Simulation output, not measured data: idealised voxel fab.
Title: Process Module voxel spacer lines
In the cross-section labelled cut, the width is 260 nm and each square cell is 5 nm.
The cross-sections in this document take the form of a grid made of square cells. They are written out as bands, in order from top to bottom. Each band consists of one or more rows of cells.
In this notation a band is specified by the heights of its top and bottom, in that order and in nm, after which its materials appear from left to right, each paired with its width in nm. The word "everywhere" attached to a single material means that material fills the band from edge to edge; the word "blank" stands for empty space.
Heads up on the height convention: 0 is the point under which the incoming wafer is all one material, and the lowest band has no bottom, it just keeps going down, like "0 nm and below".
Top row gets the first number, bottom row gets the second, and each row in between changes by the same step: that is how a band width like "30 to 40" works.
The cross-section has no changed cell in any step marked "no change occurred".
Empty spaces counting at least 8 cells and having no open way to the top are listed in "Closed void table". The notation width x height at distance is used for each, the distance being from the left edge and all three values in nm.
On a step's line, text after the settings is the simulator commenting on that step.
Each step line may optionally specify "overlay nm", which for a step with a mask gives the rightward distance between the mask's planned place and where it lay, a negative value indicating the leftward direction.
Listed below are the process steps as planned
1 RECEIVE | material Si
2 CONFORMAL_DEP | material SiO2 | thk nm 5
3 DIRECTIONAL_DEP | material W | thk nm 15
4 DIRECTIONAL_DEP | material polySi | thk nm 25
5 PATTERN | tone cover | mask id MANDREL | material resist | width nm 25 | pitch nm 80 | thk nm 30 | overlay nm 0
6 DIRECTIONAL_ETCH | etch materials polySi | depth nm 25
7 STRIP | etch materials resist
8 CONFORMAL_DEP | material SiN | thk nm 15
9 DIRECTIONAL_ETCH | etch materials SiN | depth nm 15
10 STRIP | etch materials polySi
11 DIRECTIONAL_ETCH | etch materials W | depth nm 15
12 STRIP | etch materials SiN
13 FILL_DEP | material lowk | thk nm 5
14 CMP | height nm 20
Wafer cross-section on receipt, i.e. after step 1
> 0 nm and below: Si everywhere
> Closed void table: none
Cross-section, end of module. Start: as above. Plan: as above. Execution: one mistake
> 20 nm to 15 nm: lowk everywhere
> 15 nm to 0 nm: 60 lowk, then 15 W, then 25 lowk, then 15 W, then 25 lowk, then 15 W, then 25 lowk, then 15 W, then 65 lowk
> 0 nm and below: Si everywhere
> Closed void table: none
Here's what went sideways: the plan's step 2 was left out and never carried out
